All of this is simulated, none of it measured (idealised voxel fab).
Name of the process module below: voxel transistor to metal
Section cut is 175 nm wide and gridded with 5 nm square cells.
Cross-section, as written here: a square-cell grid given band by band from the top down, where a band holds one or more rows of cells. The entry gives the band's vertical extent as a top height and a bottom height in nm, then its horizontal make-up as materials from left to right, each with a width in nm. "air" stands for empty space; a single material marked "full width" fills the band edge to edge. Beneath 0, the wafer as received is one material, and that level is where height counting begins. The lowest band goes on downward without a bottom; it is written like "z 0 and below". The expression "30->40" gives the width at the extremes of the band, the first number at its top row of cells and the second at its bottom row, with the width changing by equal amounts from each row to the next in between. Reading "nothing was modified" for a step: not a cell of the cross-section changed in it. "Enclosed void inventory": empty spaces of 8 cells or more with no open way to the top, each given as width x height at distance, distance from the left edge, all in nm. Text after the settings on a step's line: the simulator's own remark on that step. overlay nm: mask offset rightward from planned place, masked step; negative means leftward offset.
Planned step list for the process
1) RECEIVE with material Si
2) CONFORMAL_DEP with material SiO2, thk nm 5
3) CONFORMAL_DEP with material SiN, thk nm 10
4) PATTERN with tone cover, mask id ACTIVE, material resist, width nm 115, thk nm 15, overlay nm 0
5) DIRECTIONAL_ETCH with etch materials SiN, depth nm 10
6) DIRECTIONAL_ETCH with etch materials SiO2, depth nm 5
7) DIRECTIONAL_ETCH with etch materials Si, depth nm 30
8) STRIP with etch materials resist
9) FILL_DEP with material SiO2, thk nm 10
10) CMP with height nm 15
11) SELECTIVE_ETCH with etch materials SiO2, depth nm 5
12) STRIP with etch materials SiN
13) SELECTIVE_ETCH with etch materials SiO2, depth nm 5
14) OXIDIZE with depth nm 5
15) DIRECTIONAL_DEP with material polySi, thk nm 25
16) DIRECTIONAL_DEP with material SiCN, thk nm 10
17) DIRECTIONAL_DEP with material aC, thk nm 15
18) PATTERN with tone cover, mask id GATE, material resist, width nm 25, thk nm 30, overlay nm 0
19) DIRECTIONAL_ETCH with etch materials aC, depth nm 15
20) STRIP with etch materials resist
21) DIRECTIONAL_ETCH with etch materials SiCN, depth nm 20
22) DIRECTIONAL_ETCH with etch materials polySi, depth nm 35
23) STRIP with etch materials aC
24) CONFORMAL_DEP with material SiO2, thk nm 5
25) DIRECTIONAL_ETCH with etch materials SiO2, depth nm 5
26) CONFORMAL_DEP with material SiN, thk nm 10
27) DIRECTIONAL_ETCH with etch materials SiN, depth nm 10
28) DIRECTIONAL_ETCH with etch materials SiO2, depth nm 5
29) EPI with material SiGe, thk nm 5
30) FILL_DEP with material SiO2, thk nm 5
31) CMP with height nm 25
32) STRIP with etch materials polySi
33) SELECTIVE_ETCH with etch materials SiO2, depth nm 5
34) CONFORMAL_DEP with material HfO2, thk nm 5
35) CONFORMAL_DEP with material TiN, thk nm 5
36) FILL_DEP with material W, thk nm 5
37) CMP with height nm 20
38) DIRECTIONAL_DEP with material SiO2, thk nm 15
39) DIRECTIONAL_DEP with material aC, thk nm 10
40) PATTERN with tone open, mask id CONTACT, material resist, width nm 15, pitch nm 80, thk nm 25, overlay nm 0
41) DIRECTIONAL_ETCH with etch materials aC, depth nm 10
42) STRIP with etch materials resist
43) DIRECTIONAL_ETCH with etch materials SiO2, depth nm 35
44) STRIP with etch materials aC
45) CONFORMAL_DEP with material TiN, thk nm 5
46) FILL_DEP with material Ru, thk nm 5
47) CMP with height nm 35
48) CONFORMAL_DEP with material SiN, thk nm 5
49) DIRECTIONAL_DEP with material SiO2, thk nm 15
50) MASKED_ETCH with tone open, mask id METAL_1, width nm 15, pitch nm 80, etch materials SiO2, depth nm 15, overlay nm 0
51) MASKED_ETCH with tone open, mask id METAL_1, width nm 15, pitch nm 80, etch materials SiN, depth nm 5, overlay nm 0
52) CONFORMAL_DEP with material TiN, thk nm 5
53) FILL_DEP with material Cu, thk nm 10
54) CMP with height nm 55
55) EPI with material Ru, thk nm 5
56) FILL_DEP with material SiCN, thk nm 5
57) DIRECTIONAL_DEP with material SiO2, thk nm 30
58) MASKED_ETCH with tone open, mask id METAL_2, width nm 15, pitch nm 80, etch materials SiO2, depth nm 20, overlay nm 0
59) PATTERN with tone open, mask id METAL_2_HOLES, material resist, width nm 15, pitch nm 80, thk nm 20, overlay nm 0
60) DIRECTIONAL_ETCH with etch materials SiO2, depth nm 10
61) DIRECTIONAL_ETCH with etch materials SiCN, depth nm 5
62) STRIP with etch materials resist
63) CONFORMAL_DEP with material TiN, thk nm 5
64) FILL_DEP with material Cu, thk nm 10
65) CMP with height nm 95
66) CONFORMAL_DEP with material SiCN, thk nm 5
As-received wafer cross-section (after step 1)
z 0 and below: Si full width
Enclosed void inventory: none
Here's the wafer cut in cross-section after the module, started and planned just like above, except one thing was done wrong in the run
z 100 to 95: SiCN full width
z 95 to 65: SiO2 full width
z 65 to 60: SiCN full width
z 60 to 55: SiCN=35; Ru=25; SiCN=55; Ru=25; SiCN=35
z 55 to 40: SiO2=40; TiN=5; Cu=5; TiN=5; SiO2=65; TiN=5; Cu=5; TiN=5; SiO2=40
z 40 to 35: SiN=40; TiN=15; SiN=65; TiN=15; SiN=40
z 35 to 20: SiO2=40; TiN=5; Ru=5; TiN=5; SiO2=65; TiN=5; Ru=5; TiN=5; SiO2=40
z 20 to 5: SiO2=40; TiN=5; Ru=5; TiN=5; SiO2=5; SiN=10; HfO2=5; TiN=5; W=15; TiN=5; HfO2=5; SiN=10; SiO2=5; TiN=5; Ru=5; TiN=5; SiO2=40
z 5 to 0: SiO2=30; SiN=10; TiN=15; SiO2=5; SiN=10; HfO2=5; TiN=25; HfO2=5; SiN=10; SiO2=5; TiN=15; SiN=10; SiO2=30
z 0 to -5: SiO2=40; SiGe=20; SiO2=10; HfO2=35; SiO2=10; SiGe=20; SiO2=40
z -5 to -30: SiO2=30; Si=115; SiO2=30
z -30 and below: Si full width
Enclosed void inventory: none
Deviation from plan: step 57 of the plan was twice carried out
